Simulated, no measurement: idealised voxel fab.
Module name: voxel capacitor over wiring (process module)
Cross-section cut: width 165 nm, square cells of 5 nm.
Cross-section layout: square cells on a grid; listed as bands, top to bottom; a band spans one or more cell rows.
Band: top height; bottom height; in nm. Then, left to right: material with width in nm, for each material. "all across": a single material spanning edge to edge. "air": empty space.
Heights from 0 (as-received wafer is one material below). Bottom band endless downward, as "z 0 and below".
The two numbers in a width such as "30 to 40" mark its ends across the band: the first belongs to the top row of cells, the second to the bottom row, and from each row to the next the width moves by the same amount.
Any step labelled "no modification" changed none of the cells in the cross-section.
Look at "Voids, fully enclosed" for the closed voids: empty spaces with no open path to the top, sized 8 cells or up. Each is width x height at distance, distance from the left edge, all nm.
Heads up: the bit after the settings on a step's line is the simulator's remark on that step.
For masked steps, "overlay nm" on the step line gives how far right of plan the mask actually lay; a minus sign means it lay to the left.
Steps in the process plan
1 RECEIVE: material Si
2 CONFORMAL_DEP: material SiO2, thk nm 10
3 DIRECTIONAL_DEP: material TiN, thk nm 5
4 DIRECTIONAL_DEP: material W, thk nm 15
5 MASKED_ETCH: tone cover, mask id METAL_1, width nm 25, pitch nm 75, etch materials W, depth nm 15, overlay nm 0
6 MASKED_ETCH: tone cover, mask id METAL_1, width nm 25, pitch nm 75, etch materials TiN, depth nm 5, overlay nm 0
7 FILL_DEP: material lowk, thk nm 5
8 CMP: height nm 30
9 CONFORMAL_DEP: material SiCN, thk nm 5
10 DIRECTIONAL_DEP: material lowk, thk nm 20
11 PATTERN: tone open, mask id PLUG_1, material resist, width nm 15, thk nm 15, overlay nm 0
12 DIRECTIONAL_ETCH: etch materials lowk, depth nm 20
13 DIRECTIONAL_ETCH: etch materials SiCN, depth nm 5
14 STRIP: etch materials resist
15 EPI: material Ru, thk nm 10
16 EPI: material Ru, thk nm 10
17 EPI: material Ru, thk nm 5
18 DIRECTIONAL_DEP: material TiN, thk nm 5
19 DIRECTIONAL_DEP: material HfO2, thk nm 5
20 DIRECTIONAL_DEP: material TiN, thk nm 5
21 PATTERN: tone cover, mask id UPPER_PLATE, material resist, width nm 55, thk nm 15, overlay nm 0
22 DIRECTIONAL_ETCH: etch materials TiN, depth nm 5
23 DIRECTIONAL_ETCH: etch materials HfO2, depth nm 5
24 STRIP: etch materials resist
25 PATTERN: tone cover, mask id LOWER_PLATE, material resist, width nm 65, thk nm 15, overlay nm 0
26 DIRECTIONAL_ETCH: etch materials TiN, depth nm 5
27 STRIP: etch materials resist
28 FILL_DEP: material SiO2, thk nm 15
29 CMP: height nm 80
30 PATTERN: tone open, mask id PLUG_2, material resist, width nm 15, thk nm 15, overlay nm 0
31 DIRECTIONAL_ETCH: etch materials SiO2, depth nm 10
32 STRIP: etch materials resist
33 CONFORMAL_DEP: material TiN, thk nm 5
34 FILL_DEP: material Ru, thk nm 5
35 CMP: height nm 80
36 CONFORMAL_DEP: material SiCN, thk nm 5
Cross-section of the wafer at receipt, which is the condition after step 1
> z 0 and below | Si all across
> Voids, fully enclosed: none
The first of two wafers, cross-sectioned at the end of the module, with the run proceeding as planned
> z 85 to 80 | SiCN all across
> z 80 to 75 | 50 of SiO2, then 5 of TiN, then 5 of Ru, then 5 of TiN, then 100 of SiO2
> z 75 to 65 | 50 to 40 of SiO2, then 15 to 55 of TiN, then 100 to 70 of SiO2
> z 65 to 60 | 40 of SiO2, then 55 of HfO2, then 70 of SiO2
> z 60 to 55 | 35 of SiO2, then 65 of TiN, then 65 of SiO2
> z 55 to 35 | 40 of lowk, then 15 of Ru, then 110 of lowk
> z 35 to 30 | 40 of SiCN, then 15 of Ru, then 110 of SiCN
> z 30 to 15 | 30 of lowk, then 25 of W, then 50 of lowk, then 25 of W, then 35 of lowk
> z 15 to 10 | 30 of lowk, then 25 of TiN, then 50 of lowk, then 25 of TiN, then 35 of lowk
> z 10 to 0 | SiO2 all across
> z 0 and below | Si all across
> Voids, fully enclosed: none
Second wafer cross-section at end of module - shared start and plan with the first, one mistake in the run
> z 85 to 80 | SiCN all across
> z 80 to 75 | 50 of SiO2, then 5 of TiN, then 5 of Ru, then 5 of TiN, then 100 of SiO2
> z 75 to 70 | 50 of SiO2, then 15 of TiN, then 100 of SiO2
> z 70 to 65 | SiO2 all across
> z 65 to 60 | 40 of SiO2, then 55 of TiN, then 70 of SiO2
> z 60 to 55 | 40 of SiO2, then 55 of HfO2, then 70 of SiO2
> z 55 to 35 | 40 of lowk, then 15 of Ru, then 110 of lowk
> z 35 to 30 | 40 of SiCN, then 15 of Ru, then 110 of SiCN
> z 30 to 15 | 30 of lowk, then 25 of W, then 50 of lowk, then 25 of W, then 35 of lowk
> z 15 to 10 | 30 of lowk, then 25 of TiN, then 50 of lowk, then 25 of TiN, then 35 of lowk
> z 10 to 0 | SiO2 all across
> z 0 and below | Si all across
> Voids, fully enclosed: none
Nonconformance to the process plan: execution of step 18 of the plan did not take place, the step having been omitted
The final cell counts differ between the wafers, with the second having more or fewer of some materials than the first: SiO2: 13 more | TiN: 13 fewer
